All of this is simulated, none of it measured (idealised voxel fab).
Presented below is a process module, voxel capacitor over wiring.
Each square cell in cross-section cut measures 5 nm, and the section as a whole is 225 nm wide.
How to read a cross-section here: the picture is a grid of square cells, written as bands going from the top down, and any band can span one or more rows of cells.
Band entry format. Leading values: height of top, height of bottom, nm. Remainder: materials in left-to-right order, each with its width in nm. Special words: "throughout" on a single material, which then fills the band edge to edge; "air", empty space.
Measure heights from 0. That's the level where, below it, the as-received wafer is all one material. The lowest band is bottomless and extends downward; write it as in "0 and below".
With a width like "30 to 40", each row of cells in the band differs from the next by the same amount, the top row carrying the first number and the bottom row the second.
The cross-section has no changed cell in any step marked "remains unaltered".
Entry "Listed closed voids". Content: empty spaces with no open connection to the top, size 8 cells or greater. Each: width x height at distance. Distance: from left edge. Unit: nm.
Text after the settings on a step's line: the simulator's own remark on that step.
The line of a step may include "overlay nm". On a step with a mask, this value is how far to the right of its planned place the mask lay. A negative value means the mask lay to the left.
Every pair from here on: before one process step, after it. The after cross-section reaches only to the lowest band that changed. Below the pair: the step in between and its settings. Pairs can belong to different runs of this module on the same starting wafer; a pair carries on from the pair above only if the entry headed "Pre-step snapshot" says so.
Pre-step snapshot:
	0 and below = Si throughout
	Listed closed voids: none
Post-Step Section View:
	10 down to 0 = SiO2 throughout
	Below a height of 0, the structure has not been altered.
	Listed closed voids: none
Process step bridging the above cross-sections: op CONFORMAL_DEP | material SiO2 | thk nm 10
Pre-step snapshot: see preceding pair, after cross-section.
Post-Step Section View:
	15 down to 10 = TiN throughout
	Below a height of 10, the structure has not been altered.
	Listed closed voids: none
Process step bridging the above cross-sections: op DIRECTIONAL_DEP | material TiN | thk nm 5
Pre-step snapshot: see preceding pair, after cross-section.
Post-Step Section View:
	30 down to 15 = Ru throughout
	Below a height of 15, the structure has not been altered.
	Listed closed voids: none
Process step bridging the above cross-sections: op DIRECTIONAL_DEP | material Ru | thk nm 15
Pre-step snapshot: see preceding pair, after cross-section.
Post-Step Section View:
	40 down to 30 = aC throughout
	Below a height of 30, the structure has not been altered.
	Listed closed voids: none
Process step bridging the above cross-sections: op DIRECTIONAL_DEP | material aC | thk nm 10
Pre-step snapshot: see preceding pair, after cross-section.
Post-Step Section View:
	65 down to 40 = air: 55; resist: 30; air: 50; resist: 30; air: 60
	Below a height of 40, the structure has not been altered.
	Listed closed voids: none
Process step bridging the above cross-sections: op PATTERN | tone cover | mask id METAL_1 | material resist | width nm 30 | pitch nm 80 | thk nm 25 | overlay nm 0
Pre-step snapshot: see preceding pair, after cross-section.
Post-Step Section View:
	55 down to 40 = air: 55; resist: 30; air: 50; resist: 30; air: 60
	40 down to 30 = air: 55; aC: 30; air: 50; aC: 30; air: 60
	Below a height of 30, the structure has not been altered.
	Listed closed voids: none
Process step bridging the above cross-sections: op DIRECTIONAL_ETCH | etch materials aC | depth nm 10
Pre-step snapshot: see preceding pair, after cross-section.
Post-Step Section View:
	40 down to 30 = air: 55; aC: 30; air: 50; aC: 30; air: 60
	Below a height of 30, the structure has not been altered.
	Listed closed voids: none
Process step bridging the above cross-sections: op STRIP | etch materials resist
Pre-step snapshot: see preceding pair, after cross-section.
Post-Step Section View:
	40 down to 30 = air: 55; aC: 30; air: 50; aC: 30; air: 60
	30 down to 15 = air: 55; Ru: 30; air: 50; Ru: 30; air: 60
	Below a height of 15, the structure has not been altered.
	Listed closed voids: none
Process step bridging the above cross-sections: op DIRECTIONAL_ETCH | etch materials Ru | depth nm 15
Pre-step snapshot: see preceding pair, after cross-section.
Post-Step Section View:
	40 down to 30 = air: 55; aC: 30; air: 50; aC: 30; air: 60
	30 down to 15 = air: 55; Ru: 30; air: 50; Ru: 30; air: 60
	15 down to 10 = air: 55; TiN: 30; air: 50; TiN: 30; air: 60
	Below a height of 10, the structure has not been altered.
	Listed closed voids: none
Process step bridging the above cross-sections: op DIRECTIONAL_ETCH | etch materials TiN | depth nm 5
Pre-step snapshot: see preceding pair, after cross-section.
Post-Step Section View:
	30 down to 15 = air: 55; Ru: 30; air: 50; Ru: 30; air: 60
	Below a height of 15, the structure has not been altered.
	Listed closed voids: none
Process step bridging the above cross-sections: op STRIP | etch materials aC
Pre-step snapshot: see preceding pair, after cross-section.
Post-Step Section View:
	35 down to 30 = air: 50; SiCN: 40; air: 40; SiCN: 40; air: 55
	30 down to 15 = air: 50; SiCN: 5; Ru: 30; SiCN: 5; air: 40; SiCN: 5; Ru: 30; SiCN: 5; air: 55
	15 down to 10 = SiCN: 55; TiN: 30; SiCN: 50; TiN: 30; SiCN: 60
	Below a height of 10, the structure has not been altered.
	Listed closed voids: none
Process step bridging the above cross-sections: op CONFORMAL_DEP | material SiCN | thk nm 5
Pre-step snapshot: see preceding pair, after cross-section.
Post-Step Section View:
	45 down to 35 = lowk throughout
	35 down to 30 = lowk: 50; SiCN: 40; lowk: 40; SiCN: 40; lowk: 55
	30 down to 15 = lowk: 50; SiCN: 5; Ru: 30; SiCN: 5; lowk: 40; SiCN: 5; Ru: 30; SiCN: 5; lowk: 55
	Below a height of 15, the structure has not been altered.
	Listed closed voids: none
Process step bridging the above cross-sections: op FILL_DEP | material lowk | thk nm 10
Pre-step snapshot: see preceding pair, after cross-section.
Post-Step Section View:
	30 down to 15 = lowk: 50; SiCN: 5; Ru: 30; SiCN: 5; lowk: 40; SiCN: 5; Ru: 30; SiCN: 5; lowk: 55
	Below a height of 15, the structure has not been altered.
	Listed closed voids: none
Process step bridging the above cross-sections: op CMP | height nm 30
Pre-step snapshot: see preceding pair, after cross-section.
Post-Step Section View:
	35 down to 30 = SiCN throughout
	Below a height of 30, the structure has not been altered.
	Listed closed voids: none
Process step bridging the above cross-sections: op CONFORMAL_DEP | material SiCN | thk nm 5
Pre-step snapshot: see preceding pair, after cross-section.
Post-Step Section View:
	55 down to 35 = SiO2 throughout
	Below a height of 35, the structure has not been altered.
	Listed closed voids: none
Process step bridging the above cross-sections: op DIRECTIONAL_DEP | material SiO2 | thk nm 20
Pre-step snapshot: see preceding pair, after cross-section.
Post-Step Section View:
	55 down to 35 = SiO2: 70; air: 15; SiO2: 140
	Below a height of 35, the structure has not been altered.
	Listed closed voids: none
Process step bridging the above cross-sections: op MASKED_ETCH | tone open | mask id PLUG_1 | width nm 15 | etch materials SiO2 | depth nm 20 | overlay nm 0
Pre-step snapshot: see preceding pair, after cross-section.
Post-Step Section View:
	55 down to 35 = SiO2: 70; air: 15; SiO2: 140
	35 down to 30 = SiCN: 70; air: 15; SiCN: 140
	Below a height of 30, the structure has not been altered.
	Listed closed voids: none
Process step bridging the above cross-sections: op MASKED_ETCH | tone open | mask id PLUG_1 | width nm 15 | etch materials SiCN | depth nm 5 | overlay nm 0
Pre-step snapshot: see preceding pair, after cross-section.
Post-Step Section View:
	55 down to 40 = SiO2: 70; air: 15; SiO2: 140
	40 down to 35 = SiO2: 70; Ru: 15; SiO2: 140
	35 down to 30 = SiCN: 70; Ru: 15; SiCN: 140
	Below a height of 30, the structure has not been altered.
	Listed closed voids: none
Process step bridging the above cross-sections: op EPI | material Ru | thk nm 10
Pre-step snapshot: see preceding pair, after cross-section.
Post-Step Section View:
	55 down to 50 = SiO2: 70; air: 15; SiO2: 140
	50 down to 35 = SiO2: 70; Ru: 15; SiO2: 140
	Below a height of 35, the structure has not been altered.
	Listed closed voids: none
Process step bridging the above cross-sections: op EPI | material Ru | thk nm 10
Pre-step snapshot: see preceding pair, after cross-section.
Post-Step Section View:
	55 down to 35 = SiO2: 70; Ru: 15; SiO2: 140
	Below a height of 35, the structure has not been altered.
	Listed closed voids: none
Process step bridging the above cross-sections: op EPI | material Ru | thk nm 5
Pre-step snapshot: see preceding pair, after cross-section.
Post-Step Section View:
	65 down to 55 = TiN throughout
	Below a height of 55, the structure has not been altered.
	Listed closed voids: none
Process step bridging the above cross-sections: op DIRECTIONAL_DEP | material TiN | thk nm 10
Pre-step snapshot: see preceding pair, after cross-section.
Post-Step Section View:
	70 down to 65 = Al2O3 throughout
	Below a height of 65, the structure has not been altered.
	Listed closed voids: none
Process step bridging the above cross-sections: op DIRECTIONAL_DEP | material Al2O3 | thk nm 5
Pre-step snapshot: see preceding pair, after cross-section.
Post-Step Section View:
	75 down to 70 = TiN throughout
	Below a height of 70, the structure has not been altered.
	Listed closed voids: none
Process step bridging the above cross-sections: op DIRECTIONAL_DEP | material TiN | thk nm 5
Pre-step snapshot: see preceding pair, after cross-section.
Post-Step Section View:
	85 down to 75 = aC throughout
	Below a height of 75, the structure has not been altered.
	Listed closed voids: none
Process step bridging the above cross-sections: op DIRECTIONAL_DEP | material aC | thk nm 10
Pre-step snapshot: see preceding pair, after cross-section.
Post-Step Section View:
	115 down to 85 = air: 70; resist: 55; air: 100
	Below a height of 85, the structure has not been altered.
	Listed closed voids: none
Process step bridging the above cross-sections: op PATTERN | tone cover | mask id UPPER_PLATE | material resist | width nm 55 | thk nm 30 | overlay nm 0
Pre-step snapshot: see preceding pair, after cross-section.
Post-Step Section View:
	105 down to 85 = air: 70; resist: 55; air: 100
	85 down to 75 = air: 70; aC: 55; air: 100
	Below a height of 75, the structure has not been altered.
	Listed closed voids: none
Process step bridging the above cross-sections: op DIRECTIONAL_ETCH | etch materials aC | depth nm 10
Pre-step snapshot: see preceding pair, after cross-section.
Post-Step Section View:
	85 down to 75 = air: 70; aC: 55; air: 100
	Below a height of 75, the structure has not been altered.
	Listed closed voids: none
Process step bridging the above cross-sections: op STRIP | etch materials resist
Pre-step snapshot: see preceding pair, after cross-section.
Post-Step Section View:
	85 down to 75 = air: 70; aC: 55; air: 100
	75 down to 70 = air: 70; TiN: 55; air: 100
	Below a height of 70, the structure has not been altered.
	Listed closed voids: none
Process step bridging the above cross-sections: op DIRECTIONAL_ETCH | etch materials TiN | depth nm 5
Pre-step snapshot: see preceding pair, after cross-section.
Post-Step Section View:
	85 down to 75 = air: 70; aC: 55; air: 100
	75 down to 70 = air: 70; TiN: 55; air: 100
	70 down to 65 = air: 70; Al2O3: 55; air: 100
	Below a height of 65, the structure has not been altered.
	Listed closed voids: none
Process step bridging the above cross-sections: op DIRECTIONAL_ETCH | etch materials Al2O3 | depth nm 5
Pre-step snapshot: see preceding pair, after cross-section.
Post-Step Section View:
	75 down to 70 = air: 70; TiN: 55; air: 100
	Below a height of 70, the structure has not been altered.
	Listed closed voids: none
Process step bridging the above cross-sections: op STRIP | etch materials aC
Pre-step snapshot: see preceding pair, after cross-section.
Post-Step Section View:
	90 down to 75 = air: 65; resist: 65; air: 95
	75 down to 70 = air: 65; resist: 5; TiN: 55; resist: 5; air: 95
	70 down to 65 = air: 65; resist: 5; Al2O3: 55; resist: 5; air: 95
	Below a height of 65, the structure has not been altered.
	Listed closed voids: none
Process step bridging the above cross-sections: op PATTERN | tone cover | mask id LOWER_PLATE | material resist | width nm 65 | thk nm 15 | overlay nm 0
Pre-step snapshot: see preceding pair, after cross-section.
Post-Step Section View:
	90 down to 75 = air: 65; resist: 65; air: 95
	75 down to 70 = air: 65; resist: 5; TiN: 55; resist: 5; air: 95
	70 down to 65 = air: 65; resist: 5; Al2O3: 55; resist: 5; air: 95
	65 down to 55 = air: 65; TiN: 65; air: 95
	Below a height of 55, the structure has not been altered.
	Listed closed voids: none
Process step bridging the above cross-sections: op DIRECTIONAL_ETCH | etch materials TiN | depth nm 10
Pre-step snapshot: see preceding pair, after cross-section.
Post-Step Section View:
	75 down to 70 = air: 70; TiN: 55; air: 100
	70 down to 65 = air: 70; Al2O3: 55; air: 100
	Below a height of 65, the structure has not been altered.
	Listed closed voids: none
Process step bridging the above cross-sections: op STRIP | etch materials resist
Pre-step snapshot: see preceding pair, after cross-section.
Post-Step Section View:
	95 down to 75 = SiO2 throughout
	75 down to 70 = SiO2: 70; TiN: 55; SiO2: 100
	70 down to 65 = SiO2: 70; Al2O3: 55; SiO2: 100
	65 down to 55 = SiO2: 65; TiN: 65; SiO2: 95
	Below a height of 55, the structure has not been altered.
	Listed closed voids: none
Process step bridging the above cross-sections: op FILL_DEP | material SiO2 | thk nm 20
Pre-step snapshot: see preceding pair, after cross-section.
Post-Step Section View:
	90 down to 75 = SiO2 throughout
	Below a height of 75, the structure has not been altered.
	Listed closed voids: none
Process step bridging the above cross-sections: op CMP | height nm 90
Pre-step snapshot: see preceding pair, after cross-section.
Post-Step Section View:
	110 down to 90 = resist: 80; air: 15; resist: 130
	Below a height of 90, the structure has not been altered.
	Listed closed voids: none
Process step bridging the above cross-sections: op PATTERN | tone open | mask id PLUG_2 | material resist | width nm 15 | thk nm 20 | overlay nm 0
Pre-step snapshot: see preceding pair, after cross-section.
Post-Step Section View:
	110 down to 90 = resist: 80; air: 15; resist: 130
	90 down to 75 = SiO2: 80; air: 15; SiO2: 130
	Below a height of 75, the structure has not been altered.
	Listed closed voids: none
Process step bridging the above cross-sections: op DIRECTIONAL_ETCH | etch materials SiO2 | depth nm 15
Pre-step snapshot: see preceding pair, after cross-section.
Post-Step Section View:
	90 down to 75 = SiO2: 80; air: 15; SiO2: 130
	Below a height of 75, the structure has not been altered.
	Listed closed voids: none
Process step bridging the above cross-sections: op STRIP | etch materials resist
Pre-step snapshot: see preceding pair, after cross-section.
Post-Step Section View:
	95 down to 90 = TiN: 85; air: 5; TiN: 135
	90 down to 80 = SiO2: 80; TiN: 5; air: 5; TiN: 5; SiO2: 130
	80 down to 70 = SiO2: 80 to 70; TiN: 15 to 55; SiO2: 130 to 100
	Below a height of 70, the structure has not been altered.
	Listed closed voids: none
Process step bridging the above cross-sections: op CONFORMAL_DEP | material TiN | thk nm 5
Pre-step snapshot: see preceding pair, after cross-section.
Post-Step Section View:
	105 down to 95 = Cu throughout
	95 down to 90 = TiN: 85; Cu: 5; TiN: 135
	90 down to 80 = SiO2: 80; TiN: 5; Cu: 5; TiN: 5; SiO2: 130
	Below a height of 80, the structure has not been altered.
	Listed closed voids: none
Process step bridging the above cross-sections: op FILL_DEP | material Cu | thk nm 10
Pre-step snapshot: see preceding pair, after cross-section.
Post-Step Section View:
	90 down to 80 = SiO2: 80; TiN: 5; Cu: 5; TiN: 5; SiO2: 130
	Below a height of 80, the structure has not been altered.
	Listed closed voids: none
Process step bridging the above cross-sections: op CMP | height nm 90
Pre-step snapshot: see preceding pair, after cross-section.
Post-Step Section View:
	95 down to 90 = SiCN throughout
	Below a height of 90, the structure has not been altered.
	Listed closed voids: none
Process step bridging the above cross-sections: op CONFORMAL_DEP | material SiCN | thk nm 5
Pre-step snapshot:
	65 down to 55 = TiN throughout
	55 down to 35 = SiO2: 70; Ru: 15; SiO2: 140
	35 down to 30 = SiCN: 70; Ru: 15; SiCN: 140
	30 down to 15 = lowk: 50; SiCN: 5; Ru: 30; SiCN: 5; lowk: 40; SiCN: 5; Ru: 30; SiCN: 5; lowk: 55
	15 down to 10 = SiCN: 55; TiN: 30; SiCN: 50; TiN: 30; SiCN: 60
	10 down to 0 = SiO2 throughout
	0 and below = Si throughout
	Listed closed voids: none
Post-Step Section View:
	70 down to 55 = TiN throughout
	Below a height of 55, the structure has not been altered.
	Listed closed voids: none
Process step bridging the above cross-sections: op DIRECTIONAL_DEP | material TiN | thk nm 5
Pre-step snapshot: see preceding pair, after cross-section.
Post-Step Section View:
	80 down to 70 = aC throughout
	Below a height of 70, the structure has not been altered.
	Listed closed voids: none
Process step bridging the above cross-sections: op DIRECTIONAL_DEP | material aC | thk nm 10
Pre-step snapshot: see preceding pair, after cross-section.
Post-Step Section View:
	110 down to 80 = air: 70; resist: 55; air: 100
	Below a height of 80, the structure has not been altered.
	Listed closed voids: none
Process step bridging the above cross-sections: op PATTERN | tone cover | mask id UPPER_PLATE | material resist | width nm 55 | thk nm 30 | overlay nm 0
Pre-step snapshot: see preceding pair, after cross-section.
Post-Step Section View:
	100 down to 80 = air: 70; resist: 55; air: 100
	80 down to 70 = air: 70; aC: 55; air: 100
	Below a height of 70, the structure has not been altered.
	Listed closed voids: none
Process step bridging the above cross-sections: op DIRECTIONAL_ETCH | etch materials aC | depth nm 10
Pre-step snapshot: see preceding pair, after cross-section.
Post-Step Section View:
	80 down to 70 = air: 70; aC: 55; air: 100
	Below a height of 70, the structure has not been altered.
	Listed closed voids: none
Process step bridging the above cross-sections: op STRIP | etch materials resist
Pre-step snapshot: see preceding pair, after cross-section.
Post-Step Section View:
	80 down to 70 = air: 70; aC: 55; air: 100
	70 down to 65 = air: 70; TiN: 55; air: 100
	Below a height of 65, the structure has not been altered.
	Listed closed voids: none
Process step bridging the above cross-sections: op DIRECTIONAL_ETCH | etch materials TiN | depth nm 5
Pre-step snapshot: see preceding pair, after cross-section.
Post-Step Section View:
	70 down to 65 = air: 70; TiN: 55; air: 100
	Below a height of 65, the structure has not been altered.
	Listed closed voids: none
Process step bridging the above cross-sections: op STRIP | etch materials aC
Pre-step snapshot: see preceding pair, after cross-section.
Post-Step Section View:
	85 down to 70 = air: 65; resist: 65; air: 95
	70 down to 65 = air: 65; resist: 5; TiN: 55; resist: 5; air: 95
	Below a height of 65, the structure has not been altered.
	Listed closed voids: none
Process step bridging the above cross-sections: op PATTERN | tone cover | mask id LOWER_PLATE | material resist | width nm 65 | thk nm 15 | overlay nm 0
Pre-step snapshot: see preceding pair, after cross-section.
Post-Step Section View:
	85 down to 70 = air: 65; resist: 65; air: 95
	70 down to 65 = air: 65; resist: 5; TiN: 55; resist: 5; air: 95
	65 down to 55 = air: 65; TiN: 65; air: 95
	Below a height of 55, the structure has not been altered.
	Listed closed voids: none
Process step bridging the above cross-sections: op DIRECTIONAL_ETCH | etch materials TiN | depth nm 10
Pre-step snapshot: see preceding pair, after cross-section.
Post-Step Section View:
	70 down to 65 = air: 70; TiN: 55; air: 100
	Below a height of 65, the structure has not been altered.
	Listed closed voids: none
Process step bridging the above cross-sections: op STRIP | etch materials resist
Pre-step snapshot: see preceding pair, after cross-section.
Post-Step Section View:
	90 down to 70 = SiO2 throughout
	70 down to 65 = SiO2: 70; TiN: 55; SiO2: 100
	65 down to 55 = SiO2: 65; TiN: 65; SiO2: 95
	Below a height of 55, the structure has not been altered.
	Listed closed voids: none
Process step bridging the above cross-sections: op FILL_DEP | material SiO2 | thk nm 20
Pre-step snapshot: see preceding pair, after cross-section.
Post-Step Section View:
	110 down to 90 = resist: 80; air: 15; resist: 130
	Below a height of 90, the structure has not been altered.
	Listed closed voids: none
Process step bridging the above cross-sections: op PATTERN | tone open | mask id PLUG_2 | material resist | width nm 15 | thk nm 20 | overlay nm 0
Pre-step snapshot: see preceding pair, after cross-section.
Post-Step Section View:
	110 down to 90 = resist: 80; air: 15; resist: 130
	90 down to 75 = SiO2: 80; air: 15; SiO2: 130
	Below a height of 75, the structure has not been altered.
	Listed closed voids: none
Process step bridging the above cross-sections: op DIRECTIONAL_ETCH | etch materials SiO2 | depth nm 15
Pre-step snapshot: see preceding pair, after cross-section.
Post-Step Section View:
	90 down to 75 = SiO2: 80; air: 15; SiO2: 130
	Below a height of 75, the structure has not been altered.
	Listed closed voids: none
Process step bridging the above cross-sections: op STRIP | etch materials resist
Pre-step snapshot: see preceding pair, after cross-section.
Post-Step Section View:
	95 down to 90 = TiN: 85; air: 5; TiN: 135
	90 down to 80 = SiO2: 80; TiN: 5; air: 5; TiN: 5; SiO2: 130
	80 down to 75 = SiO2: 80; TiN: 15; SiO2: 130
	Below a height of 75, the structure has not been altered.
	Listed closed voids: none
Process step bridging the above cross-sections: op CONFORMAL_DEP | material TiN | thk nm 5
Pre-step snapshot: see preceding pair, after cross-section.
Post-Step Section View:
	105 down to 95 = Cu throughout
	95 down to 90 = TiN: 85; Cu: 5; TiN: 135
	90 down to 80 = SiO2: 80; TiN: 5; Cu: 5; TiN: 5; SiO2: 130
	Below a height of 80, the structure has not been altered.
	Listed closed voids: none
Process step bridging the above cross-sections: op FILL_DEP | material Cu | thk nm 10
Pre-step snapshot: see preceding pair, after cross-section.
Post-Step Section View:
	90 down to 80 = SiO2: 80; TiN: 5; Cu: 5; TiN: 5; SiO2: 130
	Below a height of 80, the structure has not been altered.
	Listed closed voids: none
Process step bridging the above cross-sections: op CMP | height nm 90
Pre-step snapshot: see preceding pair, after cross-section.
Post-Step Section View:
	95 down to 90 = SiCN throughout
	Below a height of 90, the structure has not been altered.
	Listed closed voids: none
Process step bridging the above cross-sections: op CONFORMAL_DEP | material SiCN | thk nm 5
Pre-step snapshot:
	55 down to 50 = SiO2: 70; air: 15; SiO2: 140
	50 down to 35 = SiO2: 70; Ru: 15; SiO2: 140
	35 down to 30 = SiCN: 70; Ru: 15; SiCN: 140
	30 down to 15 = lowk: 50; SiCN: 5; Ru: 30; SiCN: 5; lowk: 40; SiCN: 5; Ru: 30; SiCN: 5; lowk: 55
	15 down to 10 = SiCN: 55; TiN: 30; SiCN: 50; TiN: 30; SiCN: 60
	10 down to 0 = SiO2 throughout
	0 and below = Si throughout
	Listed closed voids: none
Post-Step Section View:
	60 down to 55 = air: 65; Ru: 25; air: 135
	55 down to 35 = SiO2: 70; Ru: 15; SiO2: 140
	Below a height of 35, the structure has not been altered.
	Listed closed voids: none
Process step bridging the above cross-sections: op EPI | material Ru | thk nm 10
Pre-step snapshot: see preceding pair, after cross-section.
Post-Step Section View:
	65 down to 55 = air: 60; Ru: 35; air: 130
	Below a height of 55, the structure has not been altered.
	Listed closed voids: none
Process step bridging the above cross-sections: op EPI | material Ru | thk nm 5
Pre-step snapshot: see preceding pair, after cross-section.
Post-Step Section View:
	75 down to 65 = air: 60; TiN: 35; air: 130
	65 down to 55 = TiN: 60; Ru: 35; TiN: 130
	Below a height of 55, the structure has not been altered.
	Listed closed voids: none
Process step bridging the above cross-sections: op DIRECTIONAL_DEP | material TiN | thk nm 10
Pre-step snapshot: see preceding pair, after cross-section.
Post-Step Section View:
	80 down to 75 = air: 60; Al2O3: 35; air: 130
	75 down to 70 = air: 60; TiN: 35; air: 130
	70 down to 65 = Al2O3: 60; TiN: 35; Al2O3: 130
	Below a height of 65, the structure has not been altered.
	Listed closed voids: none
Process step bridging the above cross-sections: op DIRECTIONAL_DEP | material Al2O3 | thk nm 5
Pre-step snapshot: see preceding pair, after cross-section.
Post-Step Section View:
	85 down to 80 = air: 60; TiN: 35; air: 130
	80 down to 75 = air: 60; Al2O3: 35; air: 130
	75 down to 70 = TiN throughout
	Below a height of 70, the structure has not been altered.
	Listed closed voids: none
Process step bridging the above cross-sections: op DIRECTIONAL_DEP | material TiN | thk nm 5
Pre-step snapshot: see preceding pair, after cross-section.
Post-Step Section View:
	95 down to 85 = air: 60; aC: 35; air: 130
	85 down to 80 = aC: 60; TiN: 35; aC: 130
	80 down to 75 = aC: 60; Al2O3: 35; aC: 130
	Below a height of 75, the structure has not been altered.
	Listed closed voids: none
Process step bridging the above cross-sections: op DIRECTIONAL_DEP | material aC | thk nm 10
Pre-step snapshot: see preceding pair, after cross-section.
Post-Step Section View:
	125 down to 95 = air: 70; resist: 55; air: 100
	95 down to 85 = air: 60; aC: 35; resist: 30; air: 100
	Below a height of 85, the structure has not been altered.
	Listed closed voids: none
Process step bridging the above cross-sections: op PATTERN | tone cover | mask id UPPER_PLATE | material resist | width nm 55 | thk nm 30 | overlay nm 0
Pre-step snapshot: see preceding pair, after cross-section.
Post-Step Section View:
	115 down to 95 = air: 70; resist: 55; air: 100
	95 down to 85 = air: 70; aC: 25; resist: 30; air: 100
	85 down to 80 = air: 60; TiN: 35; aC: 30; air: 100
	80 down to 75 = air: 60; Al2O3: 35; aC: 30; air: 100
	Below a height of 75, the structure has not been altered.
	Listed closed voids: none
Process step bridging the above cross-sections: op DIRECTIONAL_ETCH | etch materials aC | depth nm 10
Pre-step snapshot: see preceding pair, after cross-section.
Post-Step Section View:
	95 down to 85 = air: 70; aC: 25; air: 130
	Below a height of 85, the structure has not been altered.
	Listed closed voids: none
Process step bridging the above cross-sections: op STRIP | etch materials resist
Pre-step snapshot: see preceding pair, after cross-section.
Post-Step Section View:
	95 down to 85 = air: 70; aC: 25; air: 130
	85 down to 80 = air: 70; TiN: 25; aC: 30; air: 100
	80 down to 75 = air: 60; Al2O3: 35; aC: 30; air: 100
	75 down to 70 = air: 60; TiN: 65; air: 100
	Below a height of 70, the structure has not been altered.
	Listed closed voids: none
Process step bridging the above cross-sections: op DIRECTIONAL_ETCH | etch materials TiN | depth nm 5
Pre-step snapshot: see preceding pair, after cross-section.
Post-Step Section View:
	95 down to 85 = air: 70; aC: 25; air: 130
	85 down to 80 = air: 70; TiN: 25; aC: 30; air: 100
	80 down to 75 = air: 70; Al2O3: 25; aC: 30; air: 100
	75 down to 70 = air: 60; TiN: 65; air: 100
	70 down to 65 = air: 60; TiN: 35; Al2O3: 30; air: 100
	Below a height of 65, the structure has not been altered.
	Listed closed voids: none
Process step bridging the above cross-sections: op DIRECTIONAL_ETCH | etch materials Al2O3 | depth nm 5
Pre-step snapshot: see preceding pair, after cross-section.
Post-Step Section View:
	85 down to 80 = air: 70; TiN: 25; air: 130
	80 down to 75 = air: 70; Al2O3: 25; air: 130
	Below a height of 75, the structure has not been altered.
	Listed closed voids: none
Process step bridging the above cross-sections: op STRIP | etch materials aC
Pre-step snapshot: see preceding pair, after cross-section.
Post-Step Section View:
	100 down to 85 = air: 65; resist: 65; air: 95
	85 down to 80 = air: 65; resist: 5; TiN: 25; resist: 35; air: 95
	80 down to 75 = air: 65; resist: 5; Al2O3: 25; resist: 35; air: 95
	75 down to 70 = air: 60; TiN: 65; resist: 5; air: 95
	70 down to 65 = air: 60; TiN: 35; Al2O3: 30; resist: 5; air: 95
	Below a height of 65, the structure has not been altered.
	Listed closed voids: none
Process step bridging the above cross-sections: op PATTERN | tone cover | mask id LOWER_PLATE | material resist | width nm 65 | thk nm 15 | overlay nm 0
Pre-step snapshot: see preceding pair, after cross-section.
Post-Step Section View:
	100 down to 85 = air: 65; resist: 65; air: 95
	85 down to 80 = air: 65; resist: 5; TiN: 25; resist: 35; air: 95
	80 down to 75 = air: 65; resist: 5; Al2O3: 25; resist: 35; air: 95
	75 down to 70 = air: 65; TiN: 60; resist: 5; air: 95
	70 down to 65 = air: 65; TiN: 30; Al2O3: 30; resist: 5; air: 95
	65 down to 55 = air: 60; Ru: 35; TiN: 35; air: 95
	Below a height of 55, the structure has not been altered.
	Listed closed voids: none
Process step bridging the above cross-sections: op DIRECTIONAL_ETCH | etch materials TiN | depth nm 10
Pre-step snapshot: see preceding pair, after cross-section.
Post-Step Section View:
	85 down to 80 = air: 70; TiN: 25; air: 130
	80 down to 75 = air: 70; Al2O3: 25; air: 130
	75 down to 70 = air: 65; TiN: 60; air: 100
	70 down to 65 = air: 65; TiN: 30; Al2O3: 30; air: 100
	Below a height of 65, the structure has not been altered.
	Listed closed voids: none
Process step bridging the above cross-sections: op STRIP | etch materials resist
Pre-step snapshot: see preceding pair, after cross-section.
Post-Step Section View:
	105 down to 85 = SiO2 throughout
	85 down to 80 = SiO2: 70; TiN: 25; SiO2: 130
	80 down to 75 = SiO2: 70; Al2O3: 25; SiO2: 130
	75 down to 70 = SiO2: 65; TiN: 60; SiO2: 100
	70 down to 65 = SiO2: 65; TiN: 30; Al2O3: 30; SiO2: 100
	65 down to 55 = SiO2: 60; Ru: 35; TiN: 35; SiO2: 95
	Below a height of 55, the structure has not been altered.
	Listed closed voids: none
Process step bridging the above cross-sections: op FILL_DEP | material SiO2 | thk nm 20
Pre-step snapshot: see preceding pair, after cross-section.
Post-Step Section View:
	90 down to 85 = SiO2 throughout
	Below a height of 85, the structure has not been altered.
	Listed closed voids: none
Process step bridging the above cross-sections: op CMP | height nm 90
Pre-step snapshot: see preceding pair, after cross-section.
Post-Step Section View:
	110 down to 90 = resist: 80; air: 15; resist: 130
	Below a height of 90, the structure has not been altered.
	Listed closed voids: none
Process step bridging the above cross-sections: op PATTERN | tone open | mask id PLUG_2 | material resist | width nm 15 | thk nm 20 | overlay nm 0
Pre-step snapshot: see preceding pair, after cross-section.
Post-Step Section View:
	110 down to 90 = resist: 80; air: 15; resist: 130
	90 down to 85 = SiO2: 80; air: 15; SiO2: 130
	Below a height of 85, the structure has not been altered.
	Listed closed voids: none
Process step bridging the above cross-sections: op DIRECTIONAL_ETCH | etch materials SiO2 | depth nm 15
Pre-step snapshot: see preceding pair, after cross-section.
Post-Step Section View:
	90 down to 85 = SiO2: 80; air: 15; SiO2: 130
	Below a height of 85, the structure has not been altered.
	Listed closed voids: none
Process step bridging the above cross-sections: op STRIP | etch materials resist
Pre-step snapshot: see preceding pair, after cross-section.
Post-Step Section View:
	95 down to 90 = TiN: 85; air: 5; TiN: 135
	90 down to 80 = SiO2: 80 to 70; TiN: 15 to 25; SiO2: 130
	Below a height of 80, the structure has not been altered.
	Listed closed voids: none
Process step bridging the above cross-sections: op CONFORMAL_DEP | material TiN | thk nm 5
Pre-step snapshot: see preceding pair, after cross-section.
Post-Step Section View:
	105 down to 95 = Cu throughout
	95 down to 90 = TiN: 85; Cu: 5; TiN: 135
	Below a height of 90, the structure has not been altered.
	Listed closed voids: none
Process step bridging the above cross-sections: op FILL_DEP | material Cu | thk nm 10
Pre-step snapshot: see preceding pair, after cross-section.
Post-Step Section View:
	90 down to 80 = SiO2: 80 to 70; TiN: 15 to 25; SiO2: 130
	Below a height of 80, the structure has not been altered.
	Listed closed voids: none
Process step bridging the above cross-sections: op CMP | height nm 90
Pre-step snapshot: see preceding pair, after cross-section.
Post-Step Section View:
	95 down to 90 = SiCN throughout
	Below a height of 90, the structure has not been altered.
	Listed closed voids: none
Process step bridging the above cross-sections: op CONFORMAL_DEP | material SiCN | thk nm 5
Pre-step snapshot:
	10 down to 0 = SiO2 throughout
	0 and below = Si throughout
	Listed closed voids: none
Post-Step Section View:
	25 down to 10 = Ru throughout
	Below a height of 10, the structure has not been altered.
	Listed closed voids: none
Process step bridging the above cross-sections: op DIRECTIONAL_DEP | material Ru | thk nm 15
Pre-step snapshot: see preceding pair, after cross-section.
Post-Step Section View:
	30 down to 25 = TiN throughout
	Below a height of 25, the structure has not been altered.
	Listed closed voids: none
Process step bridging the above cross-sections: op DIRECTIONAL_DEP | material TiN | thk nm 5
Pre-step snapshot: see preceding pair, after cross-section.
Post-Step Section View:
	40 down to 30 = aC throughout
	Below a height of 30, the structure has not been altered.
	Listed closed voids: none
Process step bridging the above cross-sections: op DIRECTIONAL_DEP | material aC | thk nm 10
